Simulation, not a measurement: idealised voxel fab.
Herein follows the process module entitled voxel ribs on slabs.
The cross-section on display is named cut; it measures 220 nm wide, and its cells are 5 nm squares.
Cross-section, as written here: a square-cell grid given band by band from the top down, where a band holds one or more rows of cells. Band entry format. Leading values: height of top, height of bottom, nm. Remainder: materials in left-to-right order, each with its width in nm. Special words: "everywhere" on a single material, which then fills the band edge to edge; "air", empty space. Heights are reckoned from 0. Under this level, the received wafer is all of one material. The bottommost band is open-ended downward, for example "z 0 and below". Width "30 to 40": first value at the band's top row of cells, second value at its bottom row, equal change from row to row. Step note "remained the same" = no cross-section cell changed. The list in "Closed void table" covers empty spaces of 8 cells or more that cannot reach the top through any open way, and it gives each as width x height at distance; the distance is from the left edge, and width, height and distance are in nm. Post-settings text on a step line: simulator's own remark regarding the step. overlay nm: mask right of planned place by this much (step with mask). Neg. = left.

### These are the steps we planned for the process
- 1: RECEIVE, material Si
- 2: DIRECTIONAL_DEP, material SiO2, thk nm 20
- 3: DIRECTIONAL_DEP, material polySi, thk nm 20
- 4: PATTERN, tone cover, mask id RIB, material resist, width nm 20, thk nm 20, overlay nm 0
- 5: DIRECTIONAL_ETCH, etch materials polySi, depth nm 5
- 6: STRIP, etch materials resist
- 7: DIRECTIONAL_DEP, material aC, thk nm 10
- 8: PATTERN, tone cover, mask id SLAB, material resist, width nm 70, thk nm 30, overlay nm 0
- 9: DIRECTIONAL_ETCH, etch materials aC, depth nm 10
- 10: STRIP, etch materials resist
- 11: DIRECTIONAL_ETCH, etch materials polySi, depth nm 15
- 12: STRIP, etch materials aC
- 13: FILL_DEP, material SiO2, thk nm 20
- 14: CMP, height nm 55
- 15: DIRECTIONAL_DEP, material TiN, thk nm 10
- 16: PATTERN, tone cover, mask id HEATER, material resist, width nm 30, thk nm 15, overlay nm 0
- 17: DIRECTIONAL_ETCH, etch materials TiN, depth nm 10
- 18: STRIP, etch materials resist
- 19: CONFORMAL_DEP, material SiN, thk nm 5

### First out of two wafers; run went to plan

### Cross-section: wafer on arrival = after step 1
  z 0 and below: Si everywhere
  Closed void table: none

### After step 2: wafer cross-section
  z 20 to 0: SiO2 everywhere
  For the remainder of the cross-section, below 0, there is no change.

### After step 3: wafer cross-section
  z 40 to 20: polySi everywhere
  For the remainder of the cross-section, below 20, there is no change.

### After step 4: wafer cross-section
  z 60 to 40: air: 100  resist: 20  air: 100
  For the remainder of the cross-section, below 40, there is no change.

### After step 5: wafer cross-section
  z 60 to 40: air: 100  resist: 20  air: 100
  z 40 to 35: air: 100  polySi: 20  air: 100
  For the remainder of the cross-section, below 35, there is no change.

### After step 6: wafer cross-section
  z 40 to 35: air: 100  polySi: 20  air: 100
  For the remainder of the cross-section, below 35, there is no change.

### After step 7: wafer cross-section
  z 50 to 45: air: 100  aC: 20  air: 100
  z 45 to 40: aC everywhere
  z 40 to 35: aC: 100  polySi: 20  aC: 100
  For the remainder of the cross-section, below 35, there is no change.

### After step 8: wafer cross-section
  z 80 to 50: air: 75  resist: 70  air: 75
  z 50 to 45: air: 75  resist: 25  aC: 20  resist: 25  air: 75
  For the remainder of the cross-section, below 45, there is no change.

### After step 9: wafer cross-section
  z 70 to 50: air: 75  resist: 70  air: 75
  z 50 to 45: air: 75  resist: 25  aC: 20  resist: 25  air: 75
  z 45 to 40: air: 75  aC: 70  air: 75
  z 40 to 35: air: 75  aC: 25  polySi: 20  aC: 25  air: 75
  For the remainder of the cross-section, below 35, there is no change.

### After step 10: wafer cross-section
  z 50 to 40: air: 100 to 75  aC: 20 to 70  air: 100 to 75
  For the remainder of the cross-section, below 40, there is no change.

### After step 11: wafer cross-section
  z 50 to 40: air: 100 to 75  aC: 20 to 70  air: 100 to 75
  z 40 to 35: air: 75  aC: 25  polySi: 20  aC: 25  air: 75
  z 35 to 20: air: 75  polySi: 70  air: 75
  For the remainder of the cross-section, below 20, there is no change.

### After step 12: wafer cross-section
  z 40 to 35: air: 100  polySi: 20  air: 100
  For the remainder of the cross-section, below 35, there is no change.

### After step 13: wafer cross-section
  z 60 to 40: SiO2 everywhere
  z 40 to 35: SiO2: 100  polySi: 20  SiO2: 100
  z 35 to 20: SiO2: 75  polySi: 70  SiO2: 75
  For the remainder of the cross-section, below 20, there is no change.

### After step 14: wafer cross-section
  z 55 to 40: SiO2 everywhere
  For the remainder of the cross-section, below 40, there is no change.

### After step 15: wafer cross-section
  z 65 to 55: TiN everywhere
  For the remainder of the cross-section, below 55, there is no change.

### After step 16: wafer cross-section
  z 80 to 65: air: 95  resist: 30  air: 95
  For the remainder of the cross-section, below 65, there is no change.

### After step 17: wafer cross-section
  z 80 to 65: air: 95  resist: 30  air: 95
  z 65 to 55: air: 95  TiN: 30  air: 95
  For the remainder of the cross-section, below 55, there is no change.

### After step 18: wafer cross-section
  z 65 to 55: air: 95  TiN: 30  air: 95
  For the remainder of the cross-section, below 55, there is no change.

### After step 19: wafer cross-section
  z 70 to 65: air: 90  SiN: 40  air: 90
  z 65 to 60: air: 90  SiN: 5  TiN: 30  SiN: 5  air: 90
  z 60 to 55: SiN: 95  TiN: 30  SiN: 95
  For the remainder of the cross-section, below 55, there is no change.

### The remaining wafer, second of the two, started like the first and was run to the same plan, except that one mistake was made along the way; the two coincide through step 15, inclusive

### Second wafer at the planned finish of step 16, seen in cross-section
  z 80 to 65: air: 100  resist: 20  air: 100
  For the remainder of the cross-section, below 65, there is no change.

### Second wafer at the planned finish of step 17, seen in cross-section
  z 80 to 65: air: 100  resist: 20  air: 100
  z 65 to 55: air: 100  TiN: 20  air: 100
  For the remainder of the cross-section, below 55, there is no change.

### Second wafer at the planned finish of step 18, seen in cross-section
  z 65 to 55: air: 100  TiN: 20  air: 100
  For the remainder of the cross-section, below 55, there is no change.

### Second wafer at the planned finish of step 19, seen in cross-section
  z 70 to 65: air: 95  SiN: 30  air: 95
  z 65 to 60: air: 95  SiN: 5  TiN: 20  SiN: 5  air: 95
  z 60 to 55: SiN: 100  TiN: 20  SiN: 100
  For the remainder of the cross-section, below 55, there is no change.
Here's what went sideways: it should be noted that step 16 was executed with settings other than those planned, the operation and settings actually applied being PATTERN, tone cover, mask id HEATER, material resist, width nm 20, thk nm 15, overlay nm 0
The second wafer ends with more or fewer cells of some materials than the first, per final count: TiN: 4 fewer
